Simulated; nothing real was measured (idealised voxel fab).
The process module that follows is named voxel ribs on slabs.
230 nm wide, 5 nm square cells: that's cross-section cut.
A cross-section is written here as square cells arranged in a grid, and it is given in bands from the top down, each band taking up one or more rows of cells.
First you get the band's top height and its bottom height, in nm, and then the materials it's made of, left to right, with each width in nm. If you see a single material with "full width", that one covers the band edge to edge. "air" is empty space.
Height is counted from the level 0, under which the received wafer is composed throughout of one material. The lowest of the bands is not closed at the bottom but continues downward, in the notation "top 0, no bottom".
Top row gets the first number, bottom row gets the second, and each row in between changes by the same step: that is how a band width like "30->40" works.
Take "no change" at face value: in the step it is given for, the cross-section changed in none of its cells.
Listed in "Cavities, closed": every empty space of 8 or more cells without an open way to the top. Form: width x height at distance, the distance being from the left edge, all in nm.
It should be noted that, on the line of a given step, the content following the step's settings is a remark produced by the simulator itself with respect to that step.
Each step line may optionally specify "overlay nm", which for a step with a mask gives the rightward distance between the mask's planned place and where it lay, a negative value indicating the leftward direction.

plan
1,op RECEIVE | material Si
2,op DIRECTIONAL_DEP | material SiO2 | thk nm 25
3,op DIRECTIONAL_DEP | material SiN | thk nm 20
4,op PATTERN | tone cover | mask id RIB | material resist | width nm 20 | thk nm 15 | overlay nm 0
5,op DIRECTIONAL_ETCH | etch materials SiN | depth nm 5
6,op STRIP | etch materials resist
7,op PATTERN | tone cover | mask id SLAB | material resist | width nm 50 | thk nm 20 | overlay nm 0
8,op DIRECTIONAL_ETCH | etch materials SiN | depth nm 15
9,op STRIP | etch materials resist
10,op FILL_DEP | material SiO2 | thk nm 15
11,op CMP | height nm 55
12,op DIRECTIONAL_DEP | material W | thk nm 5
13,op PATTERN | tone cover | mask id HEATER | material resist | width nm 30 | thk nm 20 | overlay nm 0
14,op DIRECTIONAL_ETCH | etch materials W | depth nm 5
15,op STRIP | etch materials resist
16,op CONFORMAL_DEP | material SiN | thk nm 10

The first of the two wafers, which ran as planned

This is the cross-section of the wafer as we received it, i.e. after step 1
> top 0, no bottom  Si full width
> Cavities, closed: none

Wafer xsec, post step 2
> top 25, bottom 0  SiO2 full width
> Below 0, no change.

Wafer xsec, post step 3
> top 45, bottom 25  SiN full width
> Below 25, no change.

Wafer xsec, post step 4
> top 60, bottom 45  air (105) / resist (20) / air (105)
> Below 45, no change.

Wafer xsec, post step 5
> top 60, bottom 45  air (105) / resist (20) / air (105)
> top 45, bottom 40  air (105) / SiN (20) / air (105)
> Below 40, no change.

Wafer xsec, post step 6
> top 45, bottom 40  air (105) / SiN (20) / air (105)
> Below 40, no change.

Wafer xsec, post step 7
> top 65, bottom 45  air (90) / resist (50) / air (90)
> top 45, bottom 40  air (90) / resist (15) / SiN (20) / resist (15) / air (90)
> Below 40, no change.

Wafer xsec, post step 8
> top 65, bottom 45  air (90) / resist (50) / air (90)
> top 45, bottom 40  air (90) / resist (15) / SiN (20) / resist (15) / air (90)
> top 40, bottom 25  air (90) / SiN (50) / air (90)
> Below 25, no change.

Wafer xsec, post step 9
> top 45, bottom 40  air (105) / SiN (20) / air (105)
> Below 40, no change.

Wafer xsec, post step 10
> top 60, bottom 45  SiO2 full width
> top 45, bottom 40  SiO2 (105) / SiN (20) / SiO2 (105)
> top 40, bottom 25  SiO2 (90) / SiN (50) / SiO2 (90)
> Below 25, no change.

Wafer xsec, post step 11
> top 55, bottom 45  SiO2 full width
> Below 45, no change.

Wafer xsec, post step 12
> top 60, bottom 55  W full width
> Below 55, no change.

Wafer xsec, post step 13
> top 80, bottom 60  air (100) / resist (30) / air (100)
> Below 60, no change.

Wafer xsec, post step 14
> top 80, bottom 60  air (100) / resist (30) / air (100)
> top 60, bottom 55  air (100) / W (30) / air (100)
> Below 55, no change.

Wafer xsec, post step 15
> top 60, bottom 55  air (100) / W (30) / air (100)
> Below 55, no change.

Wafer xsec, post step 16
> top 70, bottom 65  air (90) / SiN (50) / air (90)
> top 65, bottom 60  SiN full width
> top 60, bottom 55  SiN (100) / W (30) / SiN (100)
> Below 55, no change.

Wafer two. Identical start, identical plan. One mistake in execution. Identical history through step 1

X-section, second wafer, when step 2 was due to finish
> top 20, bottom 0  SiN full width
> Below 0, no change.

X-section, second wafer, when step 3 was due to finish
> top 45, bottom 20  SiO2 full width
> Below 20, no change.

X-section, second wafer, when step 4 was due to finish
> top 60, bottom 45  air (105) / resist (20) / air (105)
> Below 45, no change.

X-section, second wafer, when step 5 was due to finish: no change

X-section, second wafer, when step 6 was due to finish
> top 45, bottom 20  SiO2 full width
> Below 20, no change.

X-section, second wafer, when step 7 was due to finish
> top 65, bottom 45  air (90) / resist (50) / air (90)
> Below 45, no change.

X-section, second wafer, when step 8 was due to finish: no change

X-section, second wafer, when step 9 was due to finish
> top 45, bottom 20  SiO2 full width
> Below 20, no change.

X-section, second wafer, when step 10 was due to finish
> top 60, bottom 20  SiO2 full width
> Below 20, no change.

X-section, second wafer, when step 11 was due to finish
> top 55, bottom 20  SiO2 full width
> Below 20, no change.

X-section, second wafer, when step 12 was due to finish
> top 60, bottom 55  W full width
> Below 55, no change.

X-section, second wafer, when step 13 was due to finish
> top 80, bottom 60  air (100) / resist (30) / air (100)
> Below 60, no change.

X-section, second wafer, when step 14 was due to finish
> top 80, bottom 60  air (100) / resist (30) / air (100)
> top 60, bottom 55  air (100) / W (30) / air (100)
> Below 55, no change.

X-section, second wafer, when step 15 was due to finish
> top 60, bottom 55  air (100) / W (30) / air (100)
> Below 55, no change.

X-section, second wafer, when step 16 was due to finish
> top 70, bottom 65  air (90) / SiN (50) / air (90)
> top 65, bottom 60  SiN full width
> top 60, bottom 55  SiN (100) / W (30) / SiN (100)
> Below 55, no change.
Against the plan, the run slipped here: steps 2 and 3 swapped
The final cell counts differ between the wafers, with the second having more or fewer of some materials than the first: SiN: 150 more; SiO2: 150 fewer
